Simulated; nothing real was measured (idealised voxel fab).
process module | voxel gate over fins
cross-section cut | 145 nm wide | cells 5 nm
A cross-section is a grid of square cells, given in bands from the top down. A band is one or more rows of cells.
Each band's line starts with the height of the band's top and of its bottom, in nm. Then come its materials from left to right, each with its width in nm. One material with "throughout" fills the band from edge to edge. "air" is empty space.
Height 0 is the level under which the wafer as received is all one material. The lowest band goes on downwards, as in "0 down".
A width such as "30 to 40" changes by the same amount from each row of cells to the next, from the band's top row to its bottom row.
"no change" after a step means that no cell of the cross-section changed.
closed voids: empty space of 8 cells or more with no open way to the top, each as width x height at its distance from the left edge, in nm
after a step's settings: what the simulator itself notes on the step
overlay nm, on a step with a mask: how far to the right of its planned place the mask lay; to the left if negative
plan
1 op RECEIVE | material Si
2 op CONFORMAL_DEP | material SiN | thk nm 5
3 op MASKED_ETCH | tone cover | mask id FINS | width nm 15 | pitch nm 35 | etch materials SiN | depth nm 5 | overlay nm 0
4 op MASKED_ETCH | tone cover | mask id FINS | width nm 15 | pitch nm 35 | etch materials Si | depth nm 30 | overlay nm -15
5 op FILL_DEP | material SiO2 | thk nm 10
6 op CMP | height nm 5
7 op SELECTIVE_ETCH | etch materials SiO2 | depth nm 20
8 op STRIP | etch materials SiN
9 op CONFORMAL_DEP | material HfO2 | thk nm 5
10 op CONFORMAL_DEP | material TiN | thk nm 5
11 op CONFORMAL_DEP | material TiAl | thk nm 5
12 op CONFORMAL_DEP | material TiN | thk nm 5
13 op FILL_DEP | material W | thk nm 10
14 op CMP | height nm 25
15 op CONFORMAL_DEP | material SiN | thk nm 5
varied across the wafers: overlay nm of step 4. The plan shows the first wafer's value. All wafers start alike
first wafer as received, after step 1
  0 down: Si throughout
  closed voids: none
first wafer at the end, after step 15
  30 to 25: SiN throughout
  25 to 20: W throughout
  20 to 15: W 10 | TiN 105 | W 30
  15 to 10: W 10 | TiN 5 | TiAl 95 | TiN 5 | W 30
  10 to 5: W 10 | TiN 5 | TiAl 5 | TiN 85 | TiAl 5 | TiN 5 | W 30
  5 to 0: TiN 15 | TiAl 5 | TiN 5 | HfO2 75 | TiN 5 | TiAl 5 | TiN 35
  0 to -5: TiAl 20 | TiN 5 | HfO2 5 | Si 30 | HfO2 5 | Si 30 | HfO2 5 | TiN 5 | TiAl 40
  -5 to -10: TiN 25 | HfO2 5 | Si 30 | HfO2 5 | Si 30 | HfO2 5 | TiN 45
  -10 to -15: HfO2 30 | Si 30 | HfO2 5 | Si 30 | HfO2 50
  -15 to -30: SiO2 30 | Si 30 | SiO2 5 | Si 30 | SiO2 50
  -30 down: Si throughout
  closed voids: none
last wafer at the end
  30 to 25: SiN throughout
  25 to 20: W throughout
  20 to 15: W 25 | TiN 105 | W 15
  15 to 10: W 25 | TiN 5 | TiAl 95 | TiN 5 | W 15
  10 to 5: W 25 | TiN 5 | TiAl 5 | TiN 85 | TiAl 5 | TiN 5 | W 15
  5 to 0: TiN 30 | TiAl 5 | TiN 5 | HfO2 75 | TiN 5 | TiAl 5 | TiN 20
  0 to -5: TiAl 35 | TiN 5 | HfO2 5 | Si 30 | HfO2 5 | Si 30 | HfO2 5 | TiN 5 | TiAl 25
  -5 to -10: TiN 40 | HfO2 5 | Si 30 | HfO2 5 | Si 30 | HfO2 5 | TiN 30
  -10 to -15: HfO2 45 | Si 30 | HfO2 5 | Si 30 | HfO2 35
  -15 to -30: SiO2 45 | Si 30 | SiO2 5 | Si 30 | SiO2 35
  -30 down: Si throughout
  closed voids: none
each wafer at the end: cells of each material gained (+) or lost (-) since it was received, then its closed voids
overlay nm -15 | +38 HfO2 | -102 Si | +29 SiN | +51 SiO2 | +35 TiAl | +70 TiN | +53 W | closed voids: none
overlay nm -10 | +41 HfO2 | -114 Si | +29 SiN | +57 SiO2 | +35 TiAl | +70 TiN | +56 W | closed voids: none
overlay nm -5 | +41 HfO2 | -126 Si | +29 SiN | +63 SiO2 | +35 TiAl | +73 TiN | +59 W | closed voids: none
overlay nm 0 | +41 HfO2 | -138 Si | +29 SiN | +69 SiO2 | +35 TiAl | +76 TiN | +62 W | closed voids: none
overlay nm 5 | +41 HfO2 | -126 Si | +29 SiN | +63 SiO2 | +35 TiAl | +73 TiN | +59 W | closed voids: none
overlay nm 10 | +41 HfO2 | -114 Si | +29 SiN | +57 SiO2 | +35 TiAl | +70 TiN | +56 W | closed voids: none
overlay nm 15 | +38 HfO2 | -102 Si | +29 SiN | +51 SiO2 | +35 TiAl | +70 TiN | +53 W | closed voids: none
